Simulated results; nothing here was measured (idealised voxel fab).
Name of the process module below: voxel wiring stack
FYI the section here is cut, 280 nm wide, cells are 5 nm squares.
Just so we're on the same page, the cross-sections are grids of square cells, and they're listed out in bands top to bottom, each band one or more rows deep.
Quick guide to a band line: top height, bottom height (nm) up front; then every material left to right with its width in nm. Only one material and it's marked "everywhere"? Then it fills the band edge to edge. And "empty" just means empty space.
Heights from 0 (as-received wafer is one material below). Bottom band endless downward, as "0 and below".
The two numbers in a width such as "30->40" mark its ends across the band: the first belongs to the top row of cells, the second to the bottom row, and from each row to the next the width moves by the same amount.
What does "same as before" mean for a step? It means no cell of the cross-section changed in that step.
Under "Unvented cavities" you'll find the enclosed gaps, the ones with no way out to the top, that are 8 cells or bigger; each reads width x height at distance, with distance counted from the left edge, everything in nm.
Read whatever lies past the settings on a step's line as the simulator's own remark about the step.
overlay nm: right-of-plan distance of the mask on a masked step; negative values mean left-of-plan.

Below is the list of planned process steps:
step 1: op RECEIVE | material Si
step 2: op CONFORMAL_DEP | material SiO2 | thk nm 10
step 3: op CONFORMAL_DEP | material SiN | thk nm 5
step 4: op DIRECTIONAL_DEP | material lowk | thk nm 20
step 5: op MASKED_ETCH | tone open | mask id METAL_1 | width nm 20 | pitch nm 50 | etch materials lowk | depth nm 20 | overlay nm 0
step 6: op MASKED_ETCH | tone open | mask id METAL_1 | width nm 20 | pitch nm 50 | etch materials SiN | depth nm 5 | overlay nm 0
step 7: op CONFORMAL_DEP | material TiN | thk nm 5
step 8: op FILL_DEP | material W | thk nm 10
step 9: op CMP | height nm 35
step 10: op CONFORMAL_DEP | material SiCN | thk nm 5
step 11: op DIRECTIONAL_DEP | material SiO2 | thk nm 10
step 12: op DIRECTIONAL_DEP | material aC | thk nm 15
step 13: op PATTERN | tone open | mask id PLUG_1 | material resist | width nm 15 | pitch nm 50 | thk nm 35 | overlay nm 0
step 14: op DIRECTIONAL_ETCH | etch materials aC | depth nm 15
step 15: op STRIP | etch materials resist
step 16: op DIRECTIONAL_ETCH | etch materials SiO2 | depth nm 10
step 17: op DIRECTIONAL_ETCH | etch materials SiCN | depth nm 5
step 18: op STRIP | etch materials aC
step 19: op EPI | material Ru | thk nm 10
step 20: op EPI | material Ru | thk nm 5
step 21: op DIRECTIONAL_DEP | material TiN | thk nm 5
step 22: op DIRECTIONAL_DEP | material Ru | thk nm 25
step 23: op DIRECTIONAL_DEP | material aC | thk nm 10
step 24: op PATTERN | tone cover | mask id METAL_2 | material resist | width nm 20 | pitch nm 50 | thk nm 25 | overlay nm 0
step 25: op DIRECTIONAL_ETCH | etch materials aC | depth nm 10
step 26: op STRIP | etch materials resist
step 27: op DIRECTIONAL_ETCH | etch materials Ru | depth nm 25
step 28: op DIRECTIONAL_ETCH | etch materials TiN | depth nm 5
step 29: op STRIP | etch materials aC
step 30: op FILL_DEP | material lowk | thk nm 10
step 31: op CMP | height nm 80
step 32: op CONFORMAL_DEP | material SiN | thk nm 5

The first wafer of two, processed as planned:

This is the cross-section of the wafer as we received it, i.e. after step 1:
  0 and below: Si everywhere
  Unvented cavities: none

After step 2: wafer cross-section:
  10 down to 0: SiO2 everywhere
  Below 0, no change.

After step 3: wafer cross-section:
  15 down to 10: SiN everywhere
  Below 10, no change.

After step 4: wafer cross-section:
  35 down to 15: lowk everywhere
  Below 15, no change.

After step 5: wafer cross-section:
  35 down to 15: lowk 55  empty 20  lowk 30  empty 20  lowk 30  empty 20  lowk 30  empty 20  lowk 55
  Below 15, no change.

After step 6: wafer cross-section:
  35 down to 15: lowk 55  empty 20  lowk 30  empty 20  lowk 30  empty 20  lowk 30  empty 20  lowk 55
  15 down to 10: SiN 55  empty 20  SiN 30  empty 20  SiN 30  empty 20  SiN 30  empty 20  SiN 55
  Below 10, no change.

After step 7: wafer cross-section:
  40 down to 35: TiN 60  empty 10  TiN 40  empty 10  TiN 40  empty 10  TiN 40  empty 10  TiN 60
  35 down to 15: lowk 55  TiN 5  empty 10  TiN 5  lowk 30  TiN 5  empty 10  TiN 5  lowk 30  TiN 5  empty 10  TiN 5  lowk 30  TiN 5  empty 10  TiN 5  lowk 55
  15 down to 10: SiN 55  TiN 20  SiN 30  TiN 20  SiN 30  TiN 20  SiN 30  TiN 20  SiN 55
  Below 10, no change.

After step 8: wafer cross-section:
  50 down to 40: W everywhere
  40 down to 35: TiN 60  W 10  TiN 40  W 10  TiN 40  W 10  TiN 40  W 10  TiN 60
  35 down to 15: lowk 55  TiN 5  W 10  TiN 5  lowk 30  TiN 5  W 10  TiN 5  lowk 30  TiN 5  W 10  TiN 5  lowk 30  TiN 5  W 10  TiN 5  lowk 55
  Below 15, no change.

After step 9: wafer cross-section:
  35 down to 15: lowk 55  TiN 5  W 10  TiN 5  lowk 30  TiN 5  W 10  TiN 5  lowk 30  TiN 5  W 10  TiN 5  lowk 30  TiN 5  W 10  TiN 5  lowk 55
  Below 15, no change.

After step 10: wafer cross-section:
  40 down to 35: SiCN everywhere
  Below 35, no change.

After step 11: wafer cross-section:
  50 down to 40: SiO2 everywhere
  Below 40, no change.

After step 12: wafer cross-section:
  65 down to 50: aC everywhere
  Below 50, no change.

After step 13: wafer cross-section:
  100 down to 65: resist 55  empty 15  resist 35  empty 15  resist 35  empty 15  resist 35  empty 15  resist 60
  Below 65, no change.

After step 14: wafer cross-section:
  85 down to 65: resist 55  empty 15  resist 35  empty 15  resist 35  empty 15  resist 35  empty 15  resist 60
  65 down to 50: aC 55  empty 15  aC 35  empty 15  aC 35  empty 15  aC 35  empty 15  aC 60
  Below 50, no change.

After step 15: wafer cross-section:
  65 down to 50: aC 55  empty 15  aC 35  empty 15  aC 35  empty 15  aC 35  empty 15  aC 60
  Below 50, no change.

After step 16: wafer cross-section:
  65 down to 50: aC 55  empty 15  aC 35  empty 15  aC 35  empty 15  aC 35  empty 15  aC 60
  50 down to 40: SiO2 55  empty 15  SiO2 35  empty 15  SiO2 35  empty 15  SiO2 35  empty 15  SiO2 60
  Below 40, no change.

After step 17: wafer cross-section:
  65 down to 50: aC 55  empty 15  aC 35  empty 15  aC 35  empty 15  aC 35  empty 15  aC 60
  50 down to 40: SiO2 55  empty 15  SiO2 35  empty 15  SiO2 35  empty 15  SiO2 35  empty 15  SiO2 60
  40 down to 35: SiCN 55  empty 15  SiCN 35  empty 15  SiCN 35  empty 15  SiCN 35  empty 15  SiCN 60
  Below 35, no change.

After step 18: wafer cross-section:
  50 down to 40: SiO2 55  empty 15  SiO2 35  empty 15  SiO2 35  empty 15  SiO2 35  empty 15  SiO2 60
  Below 40, no change.

After step 19: wafer cross-section:
  50 down to 45: SiO2 55  empty 15  SiO2 35  empty 15  SiO2 35  empty 15  SiO2 35  empty 15  SiO2 60
  45 down to 40: SiO2 55  Ru 15  SiO2 35  Ru 15  SiO2 35  Ru 15  SiO2 35  Ru 15  SiO2 60
  40 down to 35: SiCN 55  Ru 15  SiCN 35  Ru 15  SiCN 35  Ru 15  SiCN 35  Ru 15  SiCN 60
  Below 35, no change.

After step 20: wafer cross-section:
  50 down to 40: SiO2 55  Ru 15  SiO2 35  Ru 15  SiO2 35  Ru 15  SiO2 35  Ru 15  SiO2 60
  Below 40, no change.

After step 21: wafer cross-section:
  55 down to 50: TiN everywhere
  Below 50, no change.

After step 22: wafer cross-section:
  80 down to 55: Ru everywhere
  Below 55, no change.

After step 23: wafer cross-section:
  90 down to 80: aC everywhere
  Below 80, no change.

After step 24: wafer cross-section:
  115 down to 90: empty 55  resist 20  empty 30  resist 20  empty 30  resist 20  empty 30  resist 20  empty 55
  Below 90, no change.

After step 25: wafer cross-section:
  105 down to 90: empty 55  resist 20  empty 30  resist 20  empty 30  resist 20  empty 30  resist 20  empty 55
  90 down to 80: empty 55  aC 20  empty 30  aC 20  empty 30  aC 20  empty 30  aC 20  empty 55
  Below 80, no change.

After step 26: wafer cross-section:
  90 down to 80: empty 55  aC 20  empty 30  aC 20  empty 30  aC 20  empty 30  aC 20  empty 55
  Below 80, no change.

After step 27: wafer cross-section:
  90 down to 80: empty 55  aC 20  empty 30  aC 20  empty 30  aC 20  empty 30  aC 20  empty 55
  80 down to 55: empty 55  Ru 20  empty 30  Ru 20  empty 30  Ru 20  empty 30  Ru 20  empty 55
  Below 55, no change.

After step 28: wafer cross-section:
  90 down to 80: empty 55  aC 20  empty 30  aC 20  empty 30  aC 20  empty 30  aC 20  empty 55
  80 down to 55: empty 55  Ru 20  empty 30  Ru 20  empty 30  Ru 20  empty 30  Ru 20  empty 55
  55 down to 50: empty 55  TiN 20  empty 30  TiN 20  empty 30  TiN 20  empty 30  TiN 20  empty 55
  Below 50, no change.

After step 29: wafer cross-section:
  80 down to 55: empty 55  Ru 20  empty 30  Ru 20  empty 30  Ru 20  empty 30  Ru 20  empty 55
  Below 55, no change.

After step 30: wafer cross-section:
  90 down to 80: lowk everywhere
  80 down to 55: lowk 55  Ru 20  lowk 30  Ru 20  lowk 30  Ru 20  lowk 30  Ru 20  lowk 55
  55 down to 50: lowk 55  TiN 20  lowk 30  TiN 20  lowk 30  TiN 20  lowk 30  TiN 20  lowk 55
  Below 50, no change.

After step 31: wafer cross-section:
  80 down to 55: lowk 55  Ru 20  lowk 30  Ru 20  lowk 30  Ru 20  lowk 30  Ru 20  lowk 55
  Below 55, no change.

After step 32: wafer cross-section:
  85 down to 80: SiN everywhere
  Below 80, no change.

Regarding the second of the two wafers: it shared the first wafer's starting condition and process plan, yet one error occurred during its execution. Its history coincides with that of the first wafer up to and including step 18:

Look at the second wafer in cross-section at the time step 19 ought to have finished:
  55 down to 50: empty 50  Ru 25  empty 25  Ru 25  empty 25  Ru 25  empty 25  Ru 25  empty 55
  50 down to 40: SiO2 55  Ru 15  SiO2 35  Ru 15  SiO2 35  Ru 15  SiO2 35  Ru 15  SiO2 60
  40 down to 35: SiCN 55  Ru 15  SiCN 35  Ru 15  SiCN 35  Ru 15  SiCN 35  Ru 15  SiCN 60
  Below 35, no change.

Look at the second wafer in cross-section at the time step 20 ought to have finished:
  60 down to 50: empty 45  Ru 35  empty 15  Ru 35  empty 15  Ru 35  empty 15  Ru 35  empty 50
  Below 50, no change.

Look at the second wafer in cross-section at the time step 21 ought to have finished:
  65 down to 60: empty 45  TiN 35  empty 15  TiN 35  empty 15  TiN 35  empty 15  TiN 35  empty 50
  60 down to 55: empty 45  Ru 35  empty 15  Ru 35  empty 15  Ru 35  empty 15  Ru 35  empty 50
  55 down to 50: TiN 45  Ru 35  TiN 15  Ru 35  TiN 15  Ru 35  TiN 15  Ru 35  TiN 50
  Below 50, no change.

Look at the second wafer in cross-section at the time step 22 ought to have finished:
  90 down to 80: empty 45  Ru 35  empty 15  Ru 35  empty 15  Ru 35  empty 15  Ru 35  empty 50
  80 down to 65: Ru everywhere
  65 down to 60: Ru 45  TiN 35  Ru 15  TiN 35  Ru 15  TiN 35  Ru 15  TiN 35  Ru 50
  60 down to 55: Ru everywhere
  Below 55, no change.

Look at the second wafer in cross-section at the time step 23 ought to have finished:
  100 down to 90: empty 45  aC 35  empty 15  aC 35  empty 15  aC 35  empty 15  aC 35  empty 50
  90 down to 80: aC 45  Ru 35  aC 15  Ru 35  aC 15  Ru 35  aC 15  Ru 35  aC 50
  Below 80, no change.

Look at the second wafer in cross-section at the time step 24 ought to have finished:
  125 down to 100: empty 55  resist 20  empty 30  resist 20  empty 30  resist 20  empty 30  resist 20  empty 55
  Below 100, no change.

Look at the second wafer in cross-section at the time step 25 ought to have finished:
  115 down to 100: empty 55  resist 20  empty 30  resist 20  empty 30  resist 20  empty 30  resist 20  empty 55
  100 down to 90: empty 55  aC 20  empty 30  aC 20  empty 30  aC 20  empty 30  aC 20  empty 55
  90 down to 80: empty 45  Ru 35  empty 15  Ru 35  empty 15  Ru 35  empty 15  Ru 35  empty 50
  Below 80, no change.

Look at the second wafer in cross-section at the time step 26 ought to have finished:
  100 down to 90: empty 55  aC 20  empty 30  aC 20  empty 30  aC 20  empty 30  aC 20  empty 55
  Below 90, no change.

Look at the second wafer in cross-section at the time step 27 ought to have finished:
  100 down to 90: empty 55  aC 20  empty 30  aC 20  empty 30  aC 20  empty 30  aC 20  empty 55
  90 down to 65: empty 55  Ru 20  empty 30  Ru 20  empty 30  Ru 20  empty 30  Ru 20  empty 55
  65 down to 60: empty 45  TiN 35  empty 15  TiN 35  empty 15  TiN 35  empty 15  TiN 35  empty 50
  60 down to 55: empty 45  Ru 35  empty 15  Ru 35  empty 15  Ru 35  empty 15  Ru 35  empty 50
  Below 55, no change.

Look at the second wafer in cross-section at the time step 28 ought to have finished:
  100 down to 90: empty 55  aC 20  empty 30  aC 20  empty 30  aC 20  empty 30  aC 20  empty 55
  90 down to 65: empty 55  Ru 20  empty 30  Ru 20  empty 30  Ru 20  empty 30  Ru 20  empty 55
  65 down to 60: empty 55  TiN 20  empty 30  TiN 20  empty 30  TiN 20  empty 30  TiN 20  empty 55
  60 down to 50: empty 45  Ru 35  empty 15  Ru 35  empty 15  Ru 35  empty 15  Ru 35  empty 50
  Below 50, no change.

Look at the second wafer in cross-section at the time step 29 ought to have finished:
  90 down to 65: empty 55  Ru 20  empty 30  Ru 20  empty 30  Ru 20  empty 30  Ru 20  empty 55
  Below 65, no change.

Look at the second wafer in cross-section at the time step 30 ought to have finished:
  100 down to 90: lowk everywhere
  90 down to 65: lowk 55  Ru 20  lowk 30  Ru 20  lowk 30  Ru 20  lowk 30  Ru 20  lowk 55
  65 down to 60: lowk 55  TiN 20  lowk 30  TiN 20  lowk 30  TiN 20  lowk 30  TiN 20  lowk 55
  60 down to 50: lowk 45  Ru 35  lowk 15  Ru 35  lowk 15  Ru 35  lowk 15  Ru 35  lowk 50
  Below 50, no change.

Look at the second wafer in cross-section at the time step 31 ought to have finished:
  80 down to 65: lowk 55  Ru 20  lowk 30  Ru 20  lowk 30  Ru 20  lowk 30  Ru 20  lowk 55
  Below 65, no change.

Look at the second wafer in cross-section at the time step 32 ought to have finished:
  85 down to 80: SiN everywhere
  Below 80, no change.
Plan not followed: step 19, plan: ran twice
Final difference in cells, second wafer against first, listed per material as more or fewer: 24 more of Ru | 24 fewer of lowk
